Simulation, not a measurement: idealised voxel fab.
Process module in this document: voxel wiring stack
Pictured: cross-section cut, 190 nm wide, on a grid of 5 nm square cells.
Cross-section layout: square cells on a grid; listed as bands, top to bottom; a band spans one or more cell rows.
What a band's entry tells you: where the top is and where the bottom is, as heights in nm, and after that what lies inside, material by material from left to right, each with its width in nm. Empty space is written as the word "blank", and a single material marked with the word "full width" occupies the band from edge to edge.
Note: height 0 marks the level under which the wafer is uniformly one material as received. Lowest band unbounded below, written "0 down".
The width entry "30 to 40" should be interpreted row by row: the top row of cells in the band takes the first number, the bottom row takes the second number, and the change between adjacent rows is uniform throughout.
"nothing different" means the step left every cell of the cross-section as it was.
Reported under the label "Trapped cavities" are the empty spaces having no open way to the top and comprising 8 cells or more; the notation for each is width x height at distance, in which the distance is measured from the left edge and all three values are in nm.
after a step's settings: what the simulator itself notes on the step
overlay nm: on a step with a mask, how far right of its planned place the mask lay; negative means left.
### Steps in the process plan
| 1 | RECEIVE (material Si) |
| 2 | CONFORMAL_DEP (material SiO2; thk nm 15) |
| 3 | CONFORMAL_DEP (material SiN; thk nm 5) |
| 4 | DIRECTIONAL_DEP (material lowk; thk nm 20) |
| 5 | PATTERN (tone open; mask id METAL_1; material resist; width nm 25; pitch nm 45; thk nm 15; overlay nm 0) |
| 6 | DIRECTIONAL_ETCH (etch materials lowk; depth nm 20) |
| 7 | DIRECTIONAL_ETCH (etch materials SiN; depth nm 5) |
| 8 | STRIP (etch materials resist) |
| 9 | CONFORMAL_DEP (material TiN; thk nm 5) |
| 10 | FILL_DEP (material Cu; thk nm 10) |
| 11 | CMP (height nm 40) |
| 12 | CONFORMAL_DEP (material SiCN; thk nm 5) |
| 13 | DIRECTIONAL_DEP (material lowk; thk nm 10) |
| 14 | PATTERN (tone open; mask id PLUG_1; material resist; width nm 15; pitch nm 90; thk nm 20; overlay nm 0) |
| 15 | DIRECTIONAL_ETCH (etch materials lowk; depth nm 10) |
| 16 | DIRECTIONAL_ETCH (etch materials SiCN; depth nm 5) |
| 17 | STRIP (etch materials resist) |
| 18 | CONFORMAL_DEP (material TiN; thk nm 5) |
| 19 | FILL_DEP (material W; thk nm 5) |
| 20 | CMP (height nm 55) |
| 21 | CONFORMAL_DEP (material SiN; thk nm 5) |
| 22 | DIRECTIONAL_DEP (material lowk; thk nm 20) |
| 23 | MASKED_ETCH (tone open; mask id METAL_2; width nm 25; pitch nm 45; etch materials lowk; depth nm 20; overlay nm 0) |
| 24 | MASKED_ETCH (tone open; mask id METAL_2; width nm 25; pitch nm 45; etch materials SiN; depth nm 5; overlay nm 0) |
| 25 | CONFORMAL_DEP (material TiN; thk nm 5) |
| 26 | FILL_DEP (material Cu; thk nm 10) |
| 27 | CMP (height nm 80) |
| 28 | EPI (material Ru; thk nm 5) |
| 29 | FILL_DEP (material SiCN; thk nm 5) |
### Of two wafers, the first: run according to plan
### Received-state cross-section, reflecting completion of step 1
  0 down  Si full width
  Trapped cavities: none
### Once step 2 is through, the wafer looks like this in cross-section
  15 to 0  SiO2 full width
  Under the height 0 nothing was changed.
### Once step 3 is through, the wafer looks like this in cross-section
  20 to 15  SiN full width
  Under the height 15 nothing was changed.
### Once step 4 is through, the wafer looks like this in cross-section
  40 to 20  lowk full width
  Under the height 20 nothing was changed.
### Once step 5 is through, the wafer looks like this in cross-section
  55 to 40  15 of resist, 25 of blank, 20 of resist, 25 of blank, 20 of resist, 25 of blank, 20 of resist, 25 of blank, 15 of resist
  Under the height 40 nothing was changed.
### Once step 6 is through, the wafer looks like this in cross-section
  55 to 40  15 of resist, 25 of blank, 20 of resist, 25 of blank, 20 of resist, 25 of blank, 20 of resist, 25 of blank, 15 of resist
  40 to 20  15 of lowk, 25 of blank, 20 of lowk, 25 of blank, 20 of lowk, 25 of blank, 20 of lowk, 25 of blank, 15 of lowk
  Under the height 20 nothing was changed.
### Once step 7 is through, the wafer looks like this in cross-section
  55 to 40  15 of resist, 25 of blank, 20 of resist, 25 of blank, 20 of resist, 25 of blank, 20 of resist, 25 of blank, 15 of resist
  40 to 20  15 of lowk, 25 of blank, 20 of lowk, 25 of blank, 20 of lowk, 25 of blank, 20 of lowk, 25 of blank, 15 of lowk
  20 to 15  15 of SiN, 25 of blank, 20 of SiN, 25 of blank, 20 of SiN, 25 of blank, 20 of SiN, 25 of blank, 15 of SiN
  Under the height 15 nothing was changed.
### Once step 8 is through, the wafer looks like this in cross-section
  40 to 20  15 of lowk, 25 of blank, 20 of lowk, 25 of blank, 20 of lowk, 25 of blank, 20 of lowk, 25 of blank, 15 of lowk
  Under the height 20 nothing was changed.
### Once step 9 is through, the wafer looks like this in cross-section
  45 to 40  20 of TiN, 15 of blank, 30 of TiN, 15 of blank, 30 of TiN, 15 of blank, 30 of TiN, 15 of blank, 20 of TiN
  40 to 20  15 of lowk, 5 of TiN, 15 of blank, 5 of TiN, 20 of lowk, 5 of TiN, 15 of blank, 5 of TiN, 20 of lowk, 5 of TiN, 15 of blank, 5 of TiN, 20 of lowk, 5 of TiN, 15 of blank, 5 of TiN, 15 of lowk
  20 to 15  15 of SiN, 25 of TiN, 20 of SiN, 25 of TiN, 20 of SiN, 25 of TiN, 20 of SiN, 25 of TiN, 15 of SiN
  Under the height 15 nothing was changed.
### Once step 10 is through, the wafer looks like this in cross-section
  55 to 45  Cu full width
  45 to 40  20 of TiN, 15 of Cu, 30 of TiN, 15 of Cu, 30 of TiN, 15 of Cu, 30 of TiN, 15 of Cu, 20 of TiN
  40 to 20  15 of lowk, 5 of TiN, 15 of Cu, 5 of TiN, 20 of lowk, 5 of TiN, 15 of Cu, 5 of TiN, 20 of lowk, 5 of TiN, 15 of Cu, 5 of TiN, 20 of lowk, 5 of TiN, 15 of Cu, 5 of TiN, 15 of lowk
  Under the height 20 nothing was changed.
### Once step 11 is through, the wafer looks like this in cross-section
  40 to 20  15 of lowk, 5 of TiN, 15 of Cu, 5 of TiN, 20 of lowk, 5 of TiN, 15 of Cu, 5 of TiN, 20 of lowk, 5 of TiN, 15 of Cu, 5 of TiN, 20 of lowk, 5 of TiN, 15 of Cu, 5 of TiN, 15 of lowk
  Under the height 20 nothing was changed.
### Once step 12 is through, the wafer looks like this in cross-section
  45 to 40  SiCN full width
  Under the height 40 nothing was changed.
### Once step 13 is through, the wafer looks like this in cross-section
  55 to 45  lowk full width
  Under the height 45 nothing was changed.
### Once step 14 is through, the wafer looks like this in cross-section
  75 to 55  15 of resist, 15 of blank, 75 of resist, 15 of blank, 70 of resist
  Under the height 55 nothing was changed.
### Once step 15 is through, the wafer looks like this in cross-section
  75 to 55  15 of resist, 15 of blank, 75 of resist, 15 of blank, 70 of resist
  55 to 45  15 of lowk, 15 of blank, 75 of lowk, 15 of blank, 70 of lowk
  Under the height 45 nothing was changed.
### Once step 16 is through, the wafer looks like this in cross-section
  75 to 55  15 of resist, 15 of blank, 75 of resist, 15 of blank, 70 of resist
  55 to 45  15 of lowk, 15 of blank, 75 of lowk, 15 of blank, 70 of lowk
  45 to 40  15 of SiCN, 15 of blank, 75 of SiCN, 15 of blank, 70 of SiCN
  Under the height 40 nothing was changed.
### Once step 17 is through, the wafer looks like this in cross-section
  55 to 45  15 of lowk, 15 of blank, 75 of lowk, 15 of blank, 70 of lowk
  Under the height 45 nothing was changed.
### Once step 18 is through, the wafer looks like this in cross-section
  60 to 55  20 of TiN, 5 of blank, 85 of TiN, 5 of blank, 75 of TiN
  55 to 45  15 of lowk, 5 of TiN, 5 of blank, 5 of TiN, 75 of lowk, 5 of TiN, 5 of blank, 5 of TiN, 70 of lowk
  45 to 40  15 of SiCN, 15 of TiN, 75 of SiCN, 15 of TiN, 70 of SiCN
  Under the height 40 nothing was changed.
### Once step 19 is through, the wafer looks like this in cross-section
  65 to 60  W full width
  60 to 55  20 of TiN, 5 of W, 85 of TiN, 5 of W, 75 of TiN
  55 to 45  15 of lowk, 5 of TiN, 5 of W, 5 of TiN, 75 of lowk, 5 of TiN, 5 of W, 5 of TiN, 70 of lowk
  Under the height 45 nothing was changed.
### Once step 20 is through, the wafer looks like this in cross-section
  55 to 45  15 of lowk, 5 of TiN, 5 of W, 5 of TiN, 75 of lowk, 5 of TiN, 5 of W, 5 of TiN, 70 of lowk
  Under the height 45 nothing was changed.
### Once step 21 is through, the wafer looks like this in cross-section
  60 to 55  SiN full width
  Under the height 55 nothing was changed.
### Once step 22 is through, the wafer looks like this in cross-section
  80 to 60  lowk full width
  Under the height 60 nothing was changed.
### Once step 23 is through, the wafer looks like this in cross-section
  80 to 60  15 of lowk, 25 of blank, 20 of lowk, 25 of blank, 20 of lowk, 25 of blank, 20 of lowk, 25 of blank, 15 of lowk
  Under the height 60 nothing was changed.
### Once step 24 is through, the wafer looks like this in cross-section
  80 to 60  15 of lowk, 25 of blank, 20 of lowk, 25 of blank, 20 of lowk, 25 of blank, 20 of lowk, 25 of blank, 15 of lowk
  60 to 55  15 of SiN, 25 of blank, 20 of SiN, 25 of blank, 20 of SiN, 25 of blank, 20 of SiN, 25 of blank, 15 of SiN
  Under the height 55 nothing was changed.
### Once step 25 is through, the wafer looks like this in cross-section
  85 to 80  20 of TiN, 15 of blank, 30 of TiN, 15 of blank, 30 of TiN, 15 of blank, 30 of TiN, 15 of blank, 20 of TiN
  80 to 60  15 of lowk, 5 of TiN, 15 of blank, 5 of TiN, 20 of lowk, 5 of TiN, 15 of blank, 5 of TiN, 20 of lowk, 5 of TiN, 15 of blank, 5 of TiN, 20 of lowk, 5 of TiN, 15 of blank, 5 of TiN, 15 of lowk
  60 to 55  15 of SiN, 25 of TiN, 20 of SiN, 25 of TiN, 20 of SiN, 25 of TiN, 20 of SiN, 25 of TiN, 15 of SiN
  Under the height 55 nothing was changed.
### Once step 26 is through, the wafer looks like this in cross-section
  95 to 85  Cu full width
  85 to 80  20 of TiN, 15 of Cu, 30 of TiN, 15 of Cu, 30 of TiN, 15 of Cu, 30 of TiN, 15 of Cu, 20 of TiN
  80 to 60  15 of lowk, 5 of TiN, 15 of Cu, 5 of TiN, 20 of lowk, 5 of TiN, 15 of Cu, 5 of TiN, 20 of lowk, 5 of TiN, 15 of Cu, 5 of TiN, 20 of lowk, 5 of TiN, 15 of Cu, 5 of TiN, 15 of lowk
  Under the height 60 nothing was changed.
### Once step 27 is through, the wafer looks like this in cross-section
  80 to 60  15 of lowk, 5 of TiN, 15 of Cu, 5 of TiN, 20 of lowk, 5 of TiN, 15 of Cu, 5 of TiN, 20 of lowk, 5 of TiN, 15 of Cu, 5 of TiN, 20 of lowk, 5 of TiN, 15 of Cu, 5 of TiN, 15 of lowk
  Under the height 60 nothing was changed.
### Once step 28 is through, the wafer looks like this in cross-section
  85 to 80  10 of blank, 35 of Ru, 10 of blank, 35 of Ru, 10 of blank, 35 of Ru, 10 of blank, 35 of Ru, 10 of blank
  Under the height 80 nothing was changed.
### Once step 29 is through, the wafer looks like this in cross-section
  90 to 85  SiCN full width
  85 to 80  10 of SiCN, 35 of Ru, 10 of SiCN, 35 of Ru, 10 of SiCN, 35 of Ru, 10 of SiCN, 35 of Ru, 10 of SiCN
  Under the height 80 nothing was changed.
### Second wafer: same start and same plan as the first, one execution error; identical to the first through step 2
### Cross-section: second wafer, time at which step 3 was scheduled to end
  35 to 15  lowk full width
  Under the height 15 nothing was changed.
### Cross-section: second wafer, time at which step 4 was scheduled to end
  40 to 35  SiN full width
  Under the height 35 nothing was changed.
### Cross-section: second wafer, time at which step 5 was scheduled to end
  55 to 40  15 of resist, 25 of blank, 20 of resist, 25 of blank, 20 of resist, 25 of blank, 20 of resist, 25 of blank, 15 of resist
  Under the height 40 nothing was changed.
Cross-section: second wafer, time at which step 6 was scheduled to end: nothing different
### Cross-section: second wafer, time at which step 7 was scheduled to end
  55 to 40  15 of resist, 25 of blank, 20 of resist, 25 of blank, 20 of resist, 25 of blank, 20 of resist, 25 of blank, 15 of resist
  40 to 35  15 of SiN, 25 of blank, 20 of SiN, 25 of blank, 20 of SiN, 25 of blank, 20 of SiN, 25 of blank, 15 of SiN
  Under the height 35 nothing was changed.
### Cross-section: second wafer, time at which step 8 was scheduled to end
  40 to 35  15 of SiN, 25 of blank, 20 of SiN, 25 of blank, 20 of SiN, 25 of blank, 20 of SiN, 25 of blank, 15 of SiN
  Under the height 35 nothing was changed.
### Cross-section: second wafer, time at which step 9 was scheduled to end
  45 to 40  20 of TiN, 15 of blank, 30 of TiN, 15 of blank, 30 of TiN, 15 of blank, 30 of TiN, 15 of blank, 20 of TiN
  40 to 35  15 of SiN, 25 of TiN, 20 of SiN, 25 of TiN, 20 of SiN, 25 of TiN, 20 of SiN, 25 of TiN, 15 of SiN
  Under the height 35 nothing was changed.
### Cross-section: second wafer, time at which step 10 was scheduled to end
  55 to 45  Cu full width
  45 to 40  20 of TiN, 15 of Cu, 30 of TiN, 15 of Cu, 30 of TiN, 15 of Cu, 30 of TiN, 15 of Cu, 20 of TiN
  Under the height 40 nothing was changed.
### Cross-section: second wafer, time at which step 11 was scheduled to end
  40 to 35  15 of SiN, 25 of TiN, 20 of SiN, 25 of TiN, 20 of SiN, 25 of TiN, 20 of SiN, 25 of TiN, 15 of SiN
  Under the height 35 nothing was changed.
### Cross-section: second wafer, time at which step 12 was scheduled to end
  45 to 40  SiCN full width
  Under the height 40 nothing was changed.
### Cross-section: second wafer, time at which step 13 was scheduled to end
  55 to 45  lowk full width
  Under the height 45 nothing was changed.
### Cross-section: second wafer, time at which step 14 was scheduled to end
  75 to 55  15 of resist, 15 of blank, 75 of resist, 15 of blank, 70 of resist
  Under the height 55 nothing was changed.
### Cross-section: second wafer, time at which step 15 was scheduled to end
  75 to 55  15 of resist, 15 of blank, 75 of resist, 15 of blank, 70 of resist
  55 to 45  15 of lowk, 15 of blank, 75 of lowk, 15 of blank, 70 of lowk
  Under the height 45 nothing was changed.
### Cross-section: second wafer, time at which step 16 was scheduled to end
  75 to 55  15 of resist, 15 of blank, 75 of resist, 15 of blank, 70 of resist
  55 to 45  15 of lowk, 15 of blank, 75 of lowk, 15 of blank, 70 of lowk
  45 to 40  15 of SiCN, 15 of blank, 75 of SiCN, 15 of blank, 70 of SiCN
  Under the height 40 nothing was changed.
### Cross-section: second wafer, time at which step 17 was scheduled to end
  55 to 45  15 of lowk, 15 of blank, 75 of lowk, 15 of blank, 70 of lowk
  Under the height 45 nothing was changed.
### Cross-section: second wafer, time at which step 18 was scheduled to end
  60 to 55  20 of TiN, 5 of blank, 85 of TiN, 5 of blank, 75 of TiN
  55 to 45  15 of lowk, 5 of TiN, 5 of blank, 5 of TiN, 75 of lowk, 5 of TiN, 5 of blank, 5 of TiN, 70 of lowk
  45 to 40  15 of SiCN, 15 of TiN, 75 of SiCN, 15 of TiN, 70 of SiCN
  Under the height 40 nothing was changed.
### Cross-section: second wafer, time at which step 19 was scheduled to end
  65 to 60  W full width
  60 to 55  20 of TiN, 5 of W, 85 of TiN, 5 of W, 75 of TiN
  55 to 45  15 of lowk, 5 of TiN, 5 of W, 5 of TiN, 75 of lowk, 5 of TiN, 5 of W, 5 of TiN, 70 of lowk
  Under the height 45 nothing was changed.
### Cross-section: second wafer, time at which step 20 was scheduled to end
  55 to 45  15 of lowk, 5 of TiN, 5 of W, 5 of TiN, 75 of lowk, 5 of TiN, 5 of W, 5 of TiN, 70 of lowk
  Under the height 45 nothing was changed.
### Cross-section: second wafer, time at which step 21 was scheduled to end
  60 to 55  SiN full width
  Under the height 55 nothing was changed.
### Cross-section: second wafer, time at which step 22 was scheduled to end
  80 to 60  lowk full width
  Under the height 60 nothing was changed.
### Cross-section: second wafer, time at which step 23 was scheduled to end
  80 to 60  15 of lowk, 25 of blank, 20 of lowk, 25 of blank, 20 of lowk, 25 of blank, 20 of lowk, 25 of blank, 15 of lowk
  Under the height 60 nothing was changed.
### Cross-section: second wafer, time at which step 24 was scheduled to end
  80 to 60  15 of lowk, 25 of blank, 20 of lowk, 25 of blank, 20 of lowk, 25 of blank, 20 of lowk, 25 of blank, 15 of lowk
  60 to 55  15 of SiN, 25 of blank, 20 of SiN, 25 of blank, 20 of SiN, 25 of blank, 20 of SiN, 25 of blank, 15 of SiN
  Under the height 55 nothing was changed.
### Cross-section: second wafer, time at which step 25 was scheduled to end
  85 to 80  20 of TiN, 15 of blank, 30 of TiN, 15 of blank, 30 of TiN, 15 of blank, 30 of TiN, 15 of blank, 20 of TiN
  80 to 60  15 of lowk, 5 of TiN, 15 of blank, 5 of TiN, 20 of lowk, 5 of TiN, 15 of blank, 5 of TiN, 20 of lowk, 5 of TiN, 15 of blank, 5 of TiN, 20 of lowk, 5 of TiN, 15 of blank, 5 of TiN, 15 of lowk
  60 to 55  15 of SiN, 25 of TiN, 20 of SiN, 25 of TiN, 20 of SiN, 25 of TiN, 20 of SiN, 25 of TiN, 15 of SiN
  Under the height 55 nothing was changed.
### Cross-section: second wafer, time at which step 26 was scheduled to end
  95 to 85  Cu full width
  85 to 80  20 of TiN, 15 of Cu, 30 of TiN, 15 of Cu, 30 of TiN, 15 of Cu, 30 of TiN, 15 of Cu, 20 of TiN
  80 to 60  15 of lowk, 5 of TiN, 15 of Cu, 5 of TiN, 20 of lowk, 5 of TiN, 15 of Cu, 5 of TiN, 20 of lowk, 5 of TiN, 15 of Cu, 5 of TiN, 20 of lowk, 5 of TiN, 15 of Cu, 5 of TiN, 15 of lowk
  Under the height 60 nothing was changed.
### Cross-section: second wafer, time at which step 27 was scheduled to end
  80 to 60  15 of lowk, 5 of TiN, 15 of Cu, 5 of TiN, 20 of lowk, 5 of TiN, 15 of Cu, 5 of TiN, 20 of lowk, 5 of TiN, 15 of Cu, 5 of TiN, 20 of lowk, 5 of TiN, 15 of Cu, 5 of TiN, 15 of lowk
  Under the height 60 nothing was changed.
### Cross-section: second wafer, time at which step 28 was scheduled to end
  85 to 80  10 of blank, 35 of Ru, 10 of blank, 35 of Ru, 10 of blank, 35 of Ru, 10 of blank, 35 of Ru, 10 of blank
  Under the height 80 nothing was changed.
### Cross-section: second wafer, time at which step 29 was scheduled to end
  90 to 85  SiCN full width
  85 to 80  10 of SiCN, 35 of Ru, 10 of SiCN, 35 of Ru, 10 of SiCN, 35 of Ru, 10 of SiCN, 35 of Ru, 10 of SiCN
  Under the height 80 nothing was changed.
Where did the run depart from the plan? steps 3 and 4 of the plan were each performed in the slot designated for the other
At the finish, the second wafer shows more or fewer cells for some materials than the first does: -48 Cu | -32 TiN | +80 lowk
